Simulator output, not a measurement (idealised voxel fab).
process module | voxel capacitor over wiring
cross-section cut | 255 nm wide | cells 5 nm
A cross-section is a grid of square cells, given in bands from the top down. A band is one or more rows of cells.
Each band's line starts with the height of the band's top and of its bottom, in nm. Then come its materials from left to right, each with its width in nm. One material with "throughout" fills the band from edge to edge. "air" is empty space.
Height 0 is the level under which the wafer as received is all one material. The lowest band goes on downwards, as in "0 down".
A width such as "30 to 40" changes by the same amount from each row of cells to the next, from the band's top row to its bottom row.
"no change" after a step means that no cell of the cross-section changed.
closed voids: empty space of 8 cells or more with no open way to the top, each as width x height at its distance from the left edge, in nm
after a step's settings: what the simulator itself notes on the step
overlay nm, on a step with a mask: how far to the right of its planned place the mask lay; to the left if negative
Each pair below shows a cross-section before one step and the cross-section after it, down to the lowest band that changed. The line under each pair gives the step between them, with its settings. The pairs can come from different runs of this module on the same starting wafer, so a pair continues from the pair above only where its "before" says so.
before
  75 to 65: air 85 | TiN 55 | air 115
  65 to 60: air 85 | Al2O3 55 | air 115
  60 to 50: air 80 | TiN 65 | air 110
  50 to 40: lowk 85 | Ru 15 | lowk 155
  40 to 35: SiCN 85 | Ru 15 | SiCN 155
  35 to 20: lowk 70 | TiN 5 | Cu 20 | TiN 5 | lowk 50 | TiN 5 | Cu 20 | TiN 5 | lowk 75
  20 to 15: SiCN 70 | TiN 30 | SiCN 50 | TiN 30 | SiCN 75
  15 to 0: SiO2 throughout
  0 down: Si throughout
  closed voids: none
after
  90 to 75: SiO2 throughout
  75 to 65: SiO2 85 | TiN 55 | SiO2 115
  65 to 60: SiO2 85 | Al2O3 55 | SiO2 115
  60 to 50: SiO2 80 | TiN 65 | SiO2 110
  below 50: unchanged
  closed voids: none
the step between: op FILL_DEP | material SiO2 | thk nm 15
before: the cross-section after the pair above
after
  85 to 75: SiO2 throughout
  below 75: unchanged
  closed voids: none
the step between: op CMP | height nm 85
before: the cross-section after the pair above
after
  85 to 75: SiO2 95 | air 15 | SiO2 145
  below 75: unchanged
  closed voids: none
the step between: op MASKED_ETCH | tone open | mask id PLUG_2 | width nm 15 | etch materials SiO2 | depth nm 10 | overlay nm 0
before: the cross-section after the pair above
after
  90 to 85: TiN 100 | air 5 | TiN 150
  85 to 80: SiO2 95 | TiN 5 | air 5 | TiN 5 | SiO2 145
  80 to 75: SiO2 95 | TiN 15 | SiO2 145
  below 75: unchanged
  closed voids: none
the step between: op CONFORMAL_DEP | material TiN | thk nm 5
before: the cross-section after the pair above
after
  95 to 90: Ru throughout
  90 to 85: TiN 100 | Ru 5 | TiN 150
  85 to 80: SiO2 95 | TiN 5 | Ru 5 | TiN 5 | SiO2 145
  below 80: unchanged
  closed voids: none
the step between: op FILL_DEP | material Ru | thk nm 5
before: the cross-section after the pair above
after
  85 to 80: SiO2 95 | TiN 5 | Ru 5 | TiN 5 | SiO2 145
  below 80: unchanged
  closed voids: none
the step between: op CMP | height nm 85
before: the cross-section after the pair above
after
  90 to 85: SiN throughout
  below 85: unchanged
  closed voids: none
the step between: op CONFORMAL_DEP | material SiN | thk nm 5
before
  85 to 75: SiO2 throughout
  75 to 65: SiO2 85 | TiN 55 | SiO2 115
  65 to 60: SiO2 85 | Al2O3 55 | SiO2 115
  60 to 50: SiO2 80 | TiN 65 | SiO2 110
  50 to 40: lowk 85 | Ru 15 | lowk 155
  40 to 35: SiCN 85 | Ru 15 | SiCN 155
  35 to 15: lowk 70 | TiN 5 | Cu 20 | TiN 5 | lowk 50 | TiN 5 | Cu 20 | TiN 5 | lowk 75
  15 to 10: SiCN 70 | TiN 30 | SiCN 50 | TiN 30 | SiCN 75
  10 to 0: SiO2 throughout
  0 down: Si throughout
  closed voids: none
after
  85 to 75: SiO2 95 | air 20 | SiO2 140
  below 75: unchanged
  closed voids: none
the step between: op MASKED_ETCH | tone open | mask id PLUG_2 | width nm 20 | etch materials SiO2 | depth nm 10 | overlay nm 0
before: the cross-section after the pair above
after
  90 to 85: TiN 100 | air 10 | TiN 145
  85 to 80: SiO2 95 | TiN 5 | air 10 | TiN 5 | SiO2 140
  80 to 75: SiO2 95 | TiN 20 | SiO2 140
  below 75: unchanged
  closed voids: none
the step between: op CONFORMAL_DEP | material TiN | thk nm 5
before: the cross-section after the pair above
after
  95 to 90: Ru throughout
  90 to 85: TiN 100 | Ru 10 | TiN 145
  85 to 80: SiO2 95 | TiN 5 | Ru 10 | TiN 5 | SiO2 140
  below 80: unchanged
  closed voids: none
the step between: op FILL_DEP | material Ru | thk nm 5
before: the cross-section after the pair above
after
  85 to 80: SiO2 95 | TiN 5 | Ru 10 | TiN 5 | SiO2 140
  below 80: unchanged
  closed voids: none
the step between: op CMP | height nm 85
before: the cross-section after the pair above
after
  90 to 85: SiN throughout
  below 85: unchanged
  closed voids: none
the step between: op CONFORMAL_DEP | material SiN | thk nm 5
before
  45 to 35: aC throughout
  35 to 15: lowk throughout
  15 to 10: SiCN throughout
  10 to 0: SiO2 throughout
  0 down: Si throughout
  closed voids: none
after
  70 to 45: resist 75 | air 30 | resist 50 | air 30 | resist 70
  below 45: unchanged
  closed voids: none
the step between: op PATTERN | tone open | mask id METAL_1 | material resist | width nm 30 | pitch nm 80 | thk nm 25 | overlay nm 5
before: the cross-section after the pair above
after
  60 to 45: resist 75 | air 30 | resist 50 | air 30 | resist 70
  45 to 35: aC 75 | air 30 | aC 50 | air 30 | aC 70
  below 35: unchanged
  closed voids: none
the step between: op DIRECTIONAL_ETCH | etch materials aC | depth nm 10
before: the cross-section after the pair above
after
  45 to 35: aC 75 | air 30 | aC 50 | air 30 | aC 70
  below 35: unchanged
  closed voids: none
the step between: op STRIP | etch materials resist
before: the cross-section after the pair above
after
  45 to 35: aC 75 | air 30 | aC 50 | air 30 | aC 70
  35 to 15: lowk 75 | air 30 | lowk 50 | air 30 | lowk 70
  below 15: unchanged
  closed voids: none
the step between: op DIRECTIONAL_ETCH | etch materials lowk | depth nm 20
before: the cross-section after the pair above
after
  45 to 35: aC 75 | air 30 | aC 50 | air 30 | aC 70
  35 to 15: lowk 75 | air 30 | lowk 50 | air 30 | lowk 70
  15 to 10: SiCN 75 | air 30 | SiCN 50 | air 30 | SiCN 70
  below 10: unchanged
  closed voids: none
the step between: op DIRECTIONAL_ETCH | etch materials SiCN | depth nm 5
before: the cross-section after the pair above
after
  35 to 15: lowk 75 | air 30 | lowk 50 | air 30 | lowk 70
  below 15: unchanged
  closed voids: none
the step between: op STRIP | etch materials aC
before: the cross-section after the pair above
after
  40 to 35: TiN 80 | air 20 | TiN 60 | air 20 | TiN 75
  35 to 15: lowk 75 | TiN 5 | air 20 | TiN 5 | lowk 50 | TiN 5 | air 20 | TiN 5 | lowk 70
  15 to 10: SiCN 75 | TiN 30 | SiCN 50 | TiN 30 | SiCN 70
  below 10: unchanged
  closed voids: none
the step between: op CONFORMAL_DEP | material TiN | thk nm 5
before: the cross-section after the pair above
after
  45 to 40: Cu throughout
  40 to 35: TiN 80 | Cu 20 | TiN 60 | Cu 20 | TiN 75
  35 to 15: lowk 75 | TiN 5 | Cu 20 | TiN 5 | lowk 50 | TiN 5 | Cu 20 | TiN 5 | lowk 70
  below 15: unchanged
  closed voids: none
the step between: op FILL_DEP | material Cu | thk nm 5
before: the cross-section after the pair above
after
  35 to 15: lowk 75 | TiN 5 | Cu 20 | TiN 5 | lowk 50 | TiN 5 | Cu 20 | TiN 5 | lowk 70
  below 15: unchanged
  closed voids: none
the step between: op CMP | height nm 35
before: the cross-section after the pair above
after
  40 to 35: SiCN throughout
  below 35: unchanged
  closed voids: none
the step between: op CONFORMAL_DEP | material SiCN | thk nm 5
before: the cross-section after the pair above
after
  50 to 40: lowk throughout
  below 40: unchanged
  closed voids: none
the step between: op DIRECTIONAL_DEP | material lowk | thk nm 10
before: the cross-section after the pair above
after
  50 to 40: lowk 85 | air 15 | lowk 155
  below 40: unchanged
  closed voids: none
the step between: op MASKED_ETCH | tone open | mask id PLUG_1 | width nm 15 | etch materials lowk | depth nm 10 | overlay nm 0
before: the cross-section after the pair above
after
  50 to 40: lowk 85 | air 15 | lowk 155
  40 to 35: SiCN 85 | air 15 | SiCN 155
  below 35: unchanged
  closed voids: none
the step between: op MASKED_ETCH | tone open | mask id PLUG_1 | width nm 15 | etch materials SiCN | depth nm 5 | overlay nm 0
before: the cross-section after the pair above
after
  50 to 45: lowk 85 | air 15 | lowk 155
  45 to 40: lowk 85 | Ru 15 | lowk 155
  40 to 35: SiCN 85 | Ru 15 | SiCN 155
  below 35: unchanged
  closed voids: none
the step between: op EPI | material Ru | thk nm 10
before: the cross-section after the pair above
after
  50 to 40: lowk 85 | Ru 15 | lowk 155
  below 40: unchanged
  closed voids: none
the step between: op EPI | material Ru | thk nm 5
before: the cross-section after the pair above
after
  60 to 50: TiN throughout
  below 50: unchanged
  closed voids: none
the step between: op DIRECTIONAL_DEP | material TiN | thk nm 10
before: the cross-section after the pair above
after
  65 to 60: Al2O3 throughout
  below 60: unchanged
  closed voids: none
the step between: op DIRECTIONAL_DEP | material Al2O3 | thk nm 5
before: the cross-section after the pair above
after
  75 to 65: TiN throughout
  below 65: unchanged
  closed voids: none
the step between: op DIRECTIONAL_DEP | material TiN | thk nm 10
before: the cross-section after the pair above
after
  95 to 75: air 85 | resist 55 | air 115
  below 75: unchanged
  closed voids: none
the step between: op PATTERN | tone cover | mask id UPPER_PLATE | material resist | width nm 55 | thk nm 20 | overlay nm 0
before: the cross-section after the pair above
after
  95 to 75: air 85 | resist 55 | air 115
  75 to 65: air 85 | TiN 55 | air 115
  below 65: unchanged
  closed voids: none
the step between: op DIRECTIONAL_ETCH | etch materials TiN | depth nm 10
before: the cross-section after the pair above
after
  95 to 75: air 85 | resist 55 | air 115
  75 to 65: air 85 | TiN 55 | air 115
  65 to 60: air 85 | Al2O3 55 | air 115
  below 60: unchanged
  closed voids: none
the step between: op DIRECTIONAL_ETCH | etch materials Al2O3 | depth nm 5
before: the cross-section after the pair above
after
  75 to 65: air 85 | TiN 55 | air 115
  below 65: unchanged
  closed voids: none
the step between: op STRIP | etch materials resist
before: the cross-section after the pair above
after
  75 to 65: air 85 | TiN 55 | air 115
  65 to 60: air 85 | Al2O3 55 | air 115
  60 to 50: air 80 | TiN 65 | air 110
  below 50: unchanged
  closed voids: none
the step between: op MASKED_ETCH | tone cover | mask id LOWER_PLATE | width nm 65 | etch materials TiN | depth nm 10 | overlay nm 0
before: the cross-section after the pair above
after
  90 to 75: SiO2 throughout
  75 to 65: SiO2 85 | TiN 55 | SiO2 115
  65 to 60: SiO2 85 | Al2O3 55 | SiO2 115
  60 to 50: SiO2 80 | TiN 65 | SiO2 110
  below 50: unchanged
  closed voids: none
the step between: op FILL_DEP | material SiO2 | thk nm 15
before: the cross-section after the pair above
after
  85 to 75: SiO2 throughout
  below 75: unchanged
  closed voids: none
the step between: op CMP | height nm 85
before: the cross-section after the pair above
after
  85 to 75: SiO2 95 | air 15 | SiO2 145
  below 75: unchanged
  closed voids: none
the step between: op MASKED_ETCH | tone open | mask id PLUG_2 | width nm 15 | etch materials SiO2 | depth nm 10 | overlay nm 0
before: the cross-section after the pair above
after
  90 to 85: TiN 100 | air 5 | TiN 150
  85 to 80: SiO2 95 | TiN 5 | air 5 | TiN 5 | SiO2 145
  80 to 75: SiO2 95 | TiN 15 | SiO2 145
  below 75: unchanged
  closed voids: none
the step between: op CONFORMAL_DEP | material TiN | thk nm 5
before: the cross-section after the pair above
after
  95 to 90: Ru throughout
  90 to 85: TiN 100 | Ru 5 | TiN 150
  85 to 80: SiO2 95 | TiN 5 | Ru 5 | TiN 5 | SiO2 145
  below 80: unchanged
  closed voids: none
the step between: op FILL_DEP | material Ru | thk nm 5
before: the cross-section after the pair above
after
  85 to 80: SiO2 95 | TiN 5 | Ru 5 | TiN 5 | SiO2 145
  below 80: unchanged
  closed voids: none
the step between: op CMP | height nm 85
before: the cross-section after the pair above
after
  90 to 85: SiN throughout
  below 85: unchanged
  closed voids: none
the step between: op CONFORMAL_DEP | material SiN | thk nm 5
before
  60 to 50: TiN throughout
  50 to 40: lowk 85 | Ru 15 | lowk 155
  40 to 35: SiCN 85 | Ru 15 | SiCN 155
  35 to 15: lowk 70 | TiN 5 | Cu 20 | TiN 5 | lowk 50 | TiN 5 | Cu 20 | TiN 5 | lowk 75
  15 to 10: SiCN 70 | TiN 30 | SiCN 50 | TiN 30 | SiCN 75
  10 to 0: SiO2 throughout
  0 down: Si throughout
  closed voids: none
after
  65 to 60: aC throughout
  below 60: unchanged
  closed voids: none
the step between: op DIRECTIONAL_DEP | material aC | thk nm 5
before: the cross-section after the pair above
after
  75 to 65: TiN throughout
  below 65: unchanged
  closed voids: none
the step between: op DIRECTIONAL_DEP | material TiN | thk nm 10
before: the cross-section after the pair above
after
  95 to 75: air 85 | resist 55 | air 115
  below 75: unchanged
  closed voids: none
the step between: op PATTERN | tone cover | mask id UPPER_PLATE | material resist | width nm 55 | thk nm 20 | overlay nm 0
before: the cross-section after the pair above
after
  95 to 75: air 85 | resist 55 | air 115
  75 to 65: air 85 | TiN 55 | air 115
  below 65: unchanged
  closed voids: none
the step between: op DIRECTIONAL_ETCH | etch materials TiN | depth nm 10
before: the cross-section after the pair above
after
  75 to 65: air 85 | TiN 55 | air 115
  below 65: unchanged
  closed voids: none
the step between: op STRIP | etch materials resist
before: the cross-section after the pair above
after
  90 to 75: SiO2 throughout
  75 to 65: SiO2 85 | TiN 55 | SiO2 115
  below 65: unchanged
  closed voids: none
the step between: op FILL_DEP | material SiO2 | thk nm 15
before: the cross-section after the pair above
after
  85 to 75: SiO2 throughout
  below 75: unchanged
  closed voids: none
the step between: op CMP | height nm 85
before: the cross-section after the pair above
after
  85 to 75: SiO2 95 | air 15 | SiO2 145
  below 75: unchanged
  closed voids: none
the step between: op MASKED_ETCH | tone open | mask id PLUG_2 | width nm 15 | etch materials SiO2 | depth nm 10 | overlay nm 0
before: the cross-section after the pair above
after
  90 to 85: TiN 100 | air 5 | TiN 150
  85 to 80: SiO2 95 | TiN 5 | air 5 | TiN 5 | SiO2 145
  80 to 75: SiO2 95 | TiN 15 | SiO2 145
  below 75: unchanged
  closed voids: none
the step between: op CONFORMAL_DEP | material TiN | thk nm 5
before: the cross-section after the pair above
after
  95 to 90: Ru throughout
  90 to 85: TiN 100 | Ru 5 | TiN 150
  85 to 80: SiO2 95 | TiN 5 | Ru 5 | TiN 5 | SiO2 145
  below 80: unchanged
  closed voids: none
the step between: op FILL_DEP | material Ru | thk nm 5
before: the cross-section after the pair above
after
  85 to 80: SiO2 95 | TiN 5 | Ru 5 | TiN 5 | SiO2 145
  below 80: unchanged
  closed voids: none
the step between: op CMP | height nm 85
before: the cross-section after the pair above
after
  90 to 85: SiN throughout
  below 85: unchanged
  closed voids: none
the step between: op CONFORMAL_DEP | material SiN | thk nm 5
before
  50 to 40: lowk throughout
  40 to 35: SiCN throughout
  35 to 15: lowk 70 | TiN 5 | Cu 20 | TiN 5 | lowk 50 | TiN 5 | Cu 20 | TiN 5 | lowk 75
  15 to 10: SiCN 70 | TiN 30 | SiCN 50 | TiN 30 | SiCN 75
  10 to 0: SiO2 throughout
  0 down: Si throughout
  closed voids: none
after
  50 to 40: air 85 | lowk 15 | air 155
  below 40: unchanged
  closed voids: none
the step between: op MASKED_ETCH | tone cover | mask id PLUG_1 | width nm 15 | etch materials lowk | depth nm 10 | overlay nm 0
before: the cross-section after the pair above
after
  60 to 50: air 85 | TiN 15 | air 155
  50 to 40: TiN 85 | lowk 15 | TiN 155
  below 40: unchanged
  closed voids: none
the step between: op DIRECTIONAL_DEP | material TiN | thk nm 10
before: the cross-section after the pair above
after
  65 to 60: air 85 | Al2O3 15 | air 155
  60 to 55: air 85 | TiN 15 | air 155
  55 to 50: Al2O3 85 | TiN 15 | Al2O3 155
  below 50: unchanged
  closed voids: none
the step between: op DIRECTIONAL_DEP | material Al2O3 | thk nm 5
before: the cross-section after the pair above
after
  75 to 65: air 85 | TiN 15 | air 155
  65 to 60: TiN 85 | Al2O3 15 | TiN 155
  60 to 55: TiN throughout
  below 55: unchanged
  closed voids: none
the step between: op DIRECTIONAL_DEP | material TiN | thk nm 10
before: the cross-section after the pair above
after
  95 to 75: air 85 | resist 55 | air 115
  75 to 65: air 85 | TiN 15 | resist 40 | air 115
  below 65: unchanged
  closed voids: none
the step between: op PATTERN | tone cover | mask id UPPER_PLATE | material resist | width nm 55 | thk nm 20 | overlay nm 0
before: the cross-section after the pair above
after
  95 to 75: air 85 | resist 55 | air 115
  75 to 65: air 85 | TiN 15 | resist 40 | air 115
  65 to 60: air 85 | Al2O3 15 | TiN 40 | air 115
  60 to 55: air 85 | TiN 55 | air 115
  below 55: unchanged
  closed voids: none
the step between: op DIRECTIONAL_ETCH | etch materials TiN | depth nm 10
before: the cross-section after the pair above
after
  95 to 75: air 85 | resist 55 | air 115
  75 to 65: air 85 | TiN 15 | resist 40 | air 115
  65 to 60: air 85 | Al2O3 15 | TiN 40 | air 115
  60 to 55: air 85 | TiN 55 | air 115
  55 to 50: air 85 | TiN 15 | Al2O3 40 | air 115
  below 50: unchanged
  closed voids: none
the step between: op DIRECTIONAL_ETCH | etch materials Al2O3 | depth nm 5
before: the cross-section after the pair above
after
  75 to 65: air 85 | TiN 15 | air 155
  below 65: unchanged
  closed voids: none
the step between: op STRIP | etch materials resist
before: the cross-section after the pair above
after
  75 to 65: air 85 | TiN 15 | air 155
  65 to 60: air 85 | Al2O3 15 | TiN 40 | air 115
  60 to 55: air 85 | TiN 55 | air 115
  55 to 50: air 85 | TiN 15 | Al2O3 40 | air 115
  50 to 40: air 80 | TiN 5 | lowk 15 | TiN 45 | air 110
  below 40: unchanged
  closed voids: none
the step between: op MASKED_ETCH | tone cover | mask id LOWER_PLATE | width nm 65 | etch materials TiN | depth nm 10 | overlay nm 0
before: the cross-section after the pair above
after
  90 to 75: SiO2 throughout
  75 to 65: SiO2 85 | TiN 15 | SiO2 155
  65 to 60: SiO2 85 | Al2O3 15 | TiN 40 | SiO2 115
  60 to 55: SiO2 85 | TiN 55 | SiO2 115
  55 to 50: SiO2 85 | TiN 15 | Al2O3 40 | SiO2 115
  50 to 40: SiO2 80 | TiN 5 | lowk 15 | TiN 45 | SiO2 110
  below 40: unchanged
  closed voids: none
the step between: op FILL_DEP | material SiO2 | thk nm 15
before: the cross-section after the pair above
after
  85 to 75: SiO2 throughout
  below 75: unchanged
  closed voids: none
the step between: op CMP | height nm 85
before: the cross-section after the pair above
after
  85 to 75: SiO2 95 | air 15 | SiO2 145
  below 75: unchanged
  closed voids: none
the step between: op MASKED_ETCH | tone open | mask id PLUG_2 | width nm 15 | etch materials SiO2 | depth nm 10 | overlay nm 0
before: the cross-section after the pair above
after
  90 to 85: TiN 100 | air 5 | TiN 150
  85 to 80: SiO2 95 | TiN 5 | air 5 | TiN 5 | SiO2 145
  80 to 75: SiO2 95 | TiN 15 | SiO2 145
  below 75: unchanged
  closed voids: none
the step between: op CONFORMAL_DEP | material TiN | thk nm 5
before: the cross-section after the pair above
after
  95 to 90: Ru throughout
  90 to 85: TiN 100 | Ru 5 | TiN 150
  85 to 80: SiO2 95 | TiN 5 | Ru 5 | TiN 5 | SiO2 145
  below 80: unchanged
  closed voids: none
the step between: op FILL_DEP | material Ru | thk nm 5
before: the cross-section after the pair above
after
  85 to 80: SiO2 95 | TiN 5 | Ru 5 | TiN 5 | SiO2 145
  below 80: unchanged
  closed voids: none
the step between: op CMP | height nm 85
before: the cross-section after the pair above
after
  90 to 85: SiN throughout
  below 85: unchanged
  closed voids: none
the step between: op CONFORMAL_DEP | material SiN | thk nm 5
